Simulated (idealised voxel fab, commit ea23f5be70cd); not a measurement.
Process module heading - voxel tone inversion
In the cross-section labelled cut, the width is 230 nm and each square cell is 5 nm.
A cross-section is written here as square cells arranged in a grid, and it is given in bands from the top down, each band taking up one or more rows of cells.
Band: top and bottom heights (nm) first, top before bottom; then materials from left to right, widths in nm. "edge to edge" marks a sole material filling the band edge to edge. "blank" denotes empty space.
Measure heights from 0. That's the level where, below it, the as-received wafer is all one material. The lowest band is bottomless and extends downward; write it as in "0 and below".
The expression "30..40" gives the width at the extremes of the band, the first number at its top row of cells and the second at its bottom row, with the width changing by equal amounts from each row to the next in between.
No cell of the cross-section changed in a step that is given as "left unchanged".
Reported under the label "Fully closed voids" are the empty spaces having no open way to the top and comprising 8 cells or more; the notation for each is width x height at distance, in which the distance is measured from the left edge and all three values are in nm.
Post-settings text on a step line: simulator's own remark regarding the step.
Among the settings permitted on a step's line is "overlay nm"; applied to a step with a mask, it specifies the extent to which the mask lay to the right of its planned position, whereas a negative figure signifies a position to the left.

plan
1: RECEIVE,material Si
2: CONFORMAL_DEP,material SiN,thk nm 10
3: DIRECTIONAL_DEP,material polySi,thk nm 20
4: PATTERN,tone cover,mask id POSTS,material resist,width nm 15,pitch nm 40,thk nm 25,overlay nm 0
5: DIRECTIONAL_ETCH,etch materials polySi,depth nm 20
6: STRIP,etch materials resist
7: FILL_DEP,material SiO2,thk nm 5
8: CMP,height nm 30
9: STRIP,etch materials polySi

First of the two wafers, run per plan

Received-state cross-section, reflecting completion of step 1
- 0 and below: Si edge to edge
- Fully closed voids: none

Cross-section through the wafer, step 2 finished
- 10 down to 0: SiN edge to edge
- At heights below 0, the structure remains unaltered.

Cross-section through the wafer, step 3 finished
- 30 down to 10: polySi edge to edge
- At heights below 10, the structure remains unaltered.

Cross-section through the wafer, step 4 finished
- 55 down to 30: 65 of blank  15 of resist  25 of blank  15 of resist  25 of blank  15 of resist  70 of blank
- At heights below 30, the structure remains unaltered.

Cross-section through the wafer, step 5 finished
- 55 down to 30: 65 of blank  15 of resist  25 of blank  15 of resist  25 of blank  15 of resist  70 of blank
- 30 down to 10: 65 of blank  15 of polySi  25 of blank  15 of polySi  25 of blank  15 of polySi  70 of blank
- At heights below 10, the structure remains unaltered.

Cross-section through the wafer, step 6 finished
- 30 down to 10: 65 of blank  15 of polySi  25 of blank  15 of polySi  25 of blank  15 of polySi  70 of blank
- At heights below 10, the structure remains unaltered.

Cross-section through the wafer, step 7 finished
- 35 down to 30: SiO2 edge to edge
- 30 down to 10: 65 of SiO2  15 of polySi  25 of SiO2  15 of polySi  25 of SiO2  15 of polySi  70 of SiO2
- At heights below 10, the structure remains unaltered.

Cross-section through the wafer, step 8 finished
- 30 down to 10: 65 of SiO2  15 of polySi  25 of SiO2  15 of polySi  25 of SiO2  15 of polySi  70 of SiO2
- At heights below 10, the structure remains unaltered.

Cross-section through the wafer, step 9 finished
- 30 down to 10: 65 of SiO2  15 of blank  25 of SiO2  15 of blank  25 of SiO2  15 of blank  70 of SiO2
- At heights below 10, the structure remains unaltered.

Regarding the second of the two wafers: it shared the first wafer's starting condition and process plan, yet one error occurred during its execution. Its history coincides with that of the first wafer up to and including step 8

The second wafer cut through, at the time step 9 was supposed to be finished
- 30 down to 10: 65 of blank  15 of polySi  25 of blank  15 of polySi  25 of blank  15 of polySi  70 of blank
- At heights below 10, the structure remains unaltered.
Against the plan, the run slipped here: step 9: run off-plan, actual operation and settings STRIP,etch materials SiO2
Heads up, by the end the second wafer has more or fewer cells of some materials compared to the first: -148 SiO2, +36 polySi
